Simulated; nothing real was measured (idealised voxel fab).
Title: Process Module voxel double patterning
Displayed cross-section: cut, width of 210 nm, square cells sized 5 nm.
A cross-section is a grid of square cells, given in bands from the top down. A band is one or more rows of cells.
For a band, the entry starts with two heights in nm, that of the top and then that of the bottom, and carries on with the band's materials in order from left to right, each alongside its width in nm; the word "throughout" beside a single material means it fills the band edge to edge, and "air" means empty space.
Height datum 0, below which the as-received substrate wafer is one material. Lowest band open at the bottom, running downward: "0 down".
The two numbers in a width such as "30..40" mark its ends across the band: the first belongs to the top row of cells, the second to the bottom row, and from each row to the next the width moves by the same amount.
Take "no modifications" at face value: in the step it is given for, the cross-section changed in none of its cells.
"Enclosed internal voids" enumerates empty spaces isolated from the top, with no open way to it, that contain at least 8 cells, giving each as width x height at distance from the left edge, all three in nm.
It should be noted that, on the line of a given step, the content following the step's settings is a remark produced by the simulator itself with respect to that step.
"overlay nm" answers the question of how far to the right of plan the mask lay on a step that has a mask, and when it is negative the answer is to the left.
THE PLANNED PROCESS STEPS ARE ENUMERATED HEREUNDER
- 1: RECEIVE with material Si
- 2: CONFORMAL_DEP with material SiO2, thk nm 5
- 3: DIRECTIONAL_DEP with material W, thk nm 20
- 4: DIRECTIONAL_DEP with material SiN, thk nm 10
- 5: DIRECTIONAL_DEP with material aC, thk nm 10
- 6: PATTERN with tone open, mask id FIRST, material resist, width nm 15, pitch nm 50, thk nm 30, overlay nm 0
- 7: DIRECTIONAL_ETCH with etch materials aC, depth nm 10
- 8: STRIP with etch materials resist
- 9: DIRECTIONAL_ETCH with etch materials SiN, depth nm 10
- 10: STRIP with etch materials aC
- 11: DIRECTIONAL_DEP with material aC, thk nm 15
- 12: PATTERN with tone open, mask id SECOND, material resist, width nm 15, thk nm 35, overlay nm 0
- 13: DIRECTIONAL_ETCH with etch materials aC, depth nm 15
- 14: STRIP with etch materials resist
- 15: DIRECTIONAL_ETCH with etch materials SiN, depth nm 10
- 16: STRIP with etch materials aC
- 17: DIRECTIONAL_ETCH with etch materials W, depth nm 20
- 18: STRIP with etch materials SiN
CROSS-SECTION: WAFER ON ARRIVAL = AFTER STEP 1
	0 down | Si throughout
	Enclosed internal voids: none
THE CROSS-SECTION SHOWN CORRESPONDS TO THE WAFER AT THE CONCLUSION OF THE MODULE. THE INITIAL STRUCTURE AND THE PROCESS PLAN ARE THOSE PRESENTED ABOVE; HOWEVER, ONE MISTAKE OCCURRED IN EXECUTING THE PLAN
	20 to 0 | W 70 nm | air 15 nm | W 10 nm | air 15 nm | W 10 nm | air 15 nm | W 75 nm
	0 down | Si throughout
	Enclosed internal voids: none
It is concluded that the wafer was processed incorrectly with respect to the plan, in that step 2 of the plan: omitted, not performed
